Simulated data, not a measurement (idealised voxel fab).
process module | voxel air gaps
cross-section cut | 210 nm wide | cells 5 nm
A cross-section is a grid of square cells, given in bands from the top down. A band is one or more rows of cells.
Each band's line starts with the height of the band's top and of its bottom, in nm. Then come its materials from left to right, each with its width in nm. One material with "throughout" fills the band from edge to edge. "air" is empty space.
Height 0 is the level under which the wafer as received is all one material. The lowest band goes on downwards, as in "0 down".
A width such as "30 to 40" changes by the same amount from each row of cells to the next, from the band's top row to its bottom row.
"no change" after a step means that no cell of the cross-section changed.
closed voids: empty space of 8 cells or more with no open way to the top, each as width x height at its distance from the left edge, in nm
after a step's settings: what the simulator itself notes on the step
overlay nm, on a step with a mask: how far to the right of its planned place the mask lay; to the left if negative
plan
1 op RECEIVE | material Si
2 op CONFORMAL_DEP | material SiO2 | thk nm 10
3 op CONFORMAL_DEP | material SiN | thk nm 5
4 op DIRECTIONAL_DEP | material lowk | thk nm 40
5 op PATTERN | tone open | mask id LINES | material resist | width nm 15 | pitch nm 40 | thk nm 15 | overlay nm 0
6 op DIRECTIONAL_ETCH | etch materials lowk | depth nm 40
7 op STRIP | etch materials resist
8 op CONFORMAL_DEP | material TiN | thk nm 5
9 op FILL_DEP | material Ru | thk nm 10
10 op CMP | height nm 55
11 op EPI | material Ru | thk nm 10
12 op SELECTIVE_ETCH | etch materials lowk | depth nm 50
13 op CONFORMAL_DEP | material SiCN | thk nm 5
as received, after step 1
  0 down: Si throughout
  closed voids: none
a wafer at the end: this start, this plan, one mistake
  70 to 65: air 40 | SiCN 125 | air 45
  65 to 55: air 40 | SiCN 5 | Ru 35 | SiCN 5 | Ru 35 | SiCN 5 | Ru 35 | SiCN 5 | air 45
  55 to 50: air 40 | SiCN 15 | TiN 5 | Ru 5 | TiN 5 | SiCN 25 | TiN 5 | Ru 5 | TiN 5 | SiCN 25 | TiN 5 | Ru 5 | TiN 5 | SiCN 15 | air 45
  50 to 20: air 50 | SiCN 5 | TiN 5 | Ru 5 | TiN 5 | SiCN 5 | air 15 | SiCN 5 | TiN 5 | Ru 5 | TiN 5 | SiCN 5 | air 15 | SiCN 5 | TiN 5 | Ru 5 | TiN 5 | SiCN 5 | air 55
  20 to 15: SiCN 55 | TiN 15 | SiCN 25 | TiN 15 | SiCN 25 | TiN 15 | SiCN 60
  15 to 5: SiO2 throughout
  5 to 0: SiN throughout
  0 down: Si throughout
  closed voids: 15 x 30 at 75; 15 x 30 at 115
what went wrong: steps 2 and 3 were swapped
